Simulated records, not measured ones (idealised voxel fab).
You're looking at the process module voxel double patterning.
FYI the section here is cut, 290 nm wide, cells are 5 nm squares.
Bands, listed from the top down, are how a cross-section gets written in this document; the cross-section itself is a grid of square cells, and a band is one or more rows of them.
Within each band entry, the heights of the top and of the bottom of the band appear first, in that order and in nm; the materials of the band then follow from left to right, each with its corresponding width in nm. The designation "all across" on a single material indicates that it fills the band from edge to edge; the designation "air" indicates empty space.
Below 0: as-received wafer, all one material; heights counted from there. Lowest band: no bottom, goes on down, written "0..down".
When a width is written as two numbers, as in "30->40", the first number is the width in the top row of cells of the band and the second is the width in its bottom row, and the width changes by the same amount from each row to the next.
You'll sometimes find "identical to before" written for a step, and that's the way of saying that nowhere in the cross-section did a cell change during that step.
This entry, "Tabulated closed voids", enumerates those empty regions of no fewer than 8 cells that possess no open connection to the top. Each region is reported in the form width x height at distance, the distance being taken from the left edge, with all three quantities expressed in nm.
Post-settings text on a step line: simulator's own remark regarding the step.
"overlay nm", when on a step's line for a step with a mask, measures how far to the right of its planned place the mask lay; a negative measure means to the left.
These are the steps we planned for the process:
step 1: RECEIVE with material Si
step 2: CONFORMAL_DEP with material SiO2, thk nm 5
step 3: DIRECTIONAL_DEP with material TiN, thk nm 10
step 4: DIRECTIONAL_DEP with material SiCN, thk nm 5
step 5: MASKED_ETCH with tone open, mask id FIRST, width nm 15, pitch nm 50, etch materials SiCN, depth nm 5, overlay nm 0
step 6: MASKED_ETCH with tone open, mask id SECOND, width nm 15, pitch nm 50, etch materials SiCN, depth nm 5, overlay nm 0
step 7: DIRECTIONAL_ETCH with etch materials TiN, depth nm 10
step 8: STRIP with etch materials SiCN
Account of the first of two wafers, which was processed as intended:
Wafer at receipt (post step 1), cross-section:
- 0..down = Si all across
- Tabulated closed voids: none
You're looking at a cross-section of the wafer after step 2:
- 5..0 = SiO2 all across
- Below 0, the layers are the same as they were.
You're looking at a cross-section of the wafer after step 3:
- 15..5 = TiN all across
- Below 5, the layers are the same as they were.
You're looking at a cross-section of the wafer after step 4:
- 20..15 = SiCN all across
- Below 15, the layers are the same as they were.
You're looking at a cross-section of the wafer after step 5:
- 20..15 = SiCN=85; air=15; SiCN=35; air=15; SiCN=35; air=15; SiCN=90
- Below 15, the layers are the same as they were.
You're looking at a cross-section of the wafer after step 6:
- 20..15 = SiCN=85; air=15; SiCN=10; air=15; SiCN=10; air=15; SiCN=10; air=15; SiCN=10; air=15; SiCN=90
- Below 15, the layers are the same as they were.
You're looking at a cross-section of the wafer after step 7:
- 20..15 = SiCN=85; air=15; SiCN=10; air=15; SiCN=10; air=15; SiCN=10; air=15; SiCN=10; air=15; SiCN=90
- 15..5 = TiN=85; air=15; TiN=10; air=15; TiN=10; air=15; TiN=10; air=15; TiN=10; air=15; TiN=90
- Below 5, the layers are the same as they were.
You're looking at a cross-section of the wafer after step 8:
- 15..5 = TiN=85; air=15; TiN=10; air=15; TiN=10; air=15; TiN=10; air=15; TiN=10; air=15; TiN=90
- Below 5, the layers are the same as they were.
Wafer two: like wafer one in start and plan, but with one mistake in execution; identical up to and including step 1:
Cross-section, second wafer, at the end time the plan gives for step 2:
- 5..0 = TiN all across
- Below 0, the layers are the same as they were.
Cross-section, second wafer, at the end time the plan gives for step 3:
- 15..0 = TiN all across
- Below 0, the layers are the same as they were.
Cross-section, second wafer, at the end time the plan gives for step 4:
- 20..15 = SiCN all across
- Below 15, the layers are the same as they were.
Cross-section, second wafer, at the end time the plan gives for step 5:
- 20..15 = SiCN=85; air=15; SiCN=35; air=15; SiCN=35; air=15; SiCN=90
- Below 15, the layers are the same as they were.
Cross-section, second wafer, at the end time the plan gives for step 6:
- 20..15 = SiCN=85; air=15; SiCN=10; air=15; SiCN=10; air=15; SiCN=10; air=15; SiCN=10; air=15; SiCN=90
- Below 15, the layers are the same as they were.
Cross-section, second wafer, at the end time the plan gives for step 7:
- 20..15 = SiCN=85; air=15; SiCN=10; air=15; SiCN=10; air=15; SiCN=10; air=15; SiCN=10; air=15; SiCN=90
- 15..5 = TiN=85; air=15; TiN=10; air=15; TiN=10; air=15; TiN=10; air=15; TiN=10; air=15; TiN=90
- Below 5, the layers are the same as they were.
Cross-section, second wafer, at the end time the plan gives for step 8:
- 15..5 = TiN=85; air=15; TiN=10; air=15; TiN=10; air=15; TiN=10; air=15; TiN=10; air=15; TiN=90
- Below 5, the layers are the same as they were.
The mistake made against the process plan was this: step 2 ran as: CONFORMAL_DEP with material TiN, thk nm 5
Final difference in cells, second wafer against first, listed per material as more or fewer: 58 fewer of SiO2; 58 more of TiN
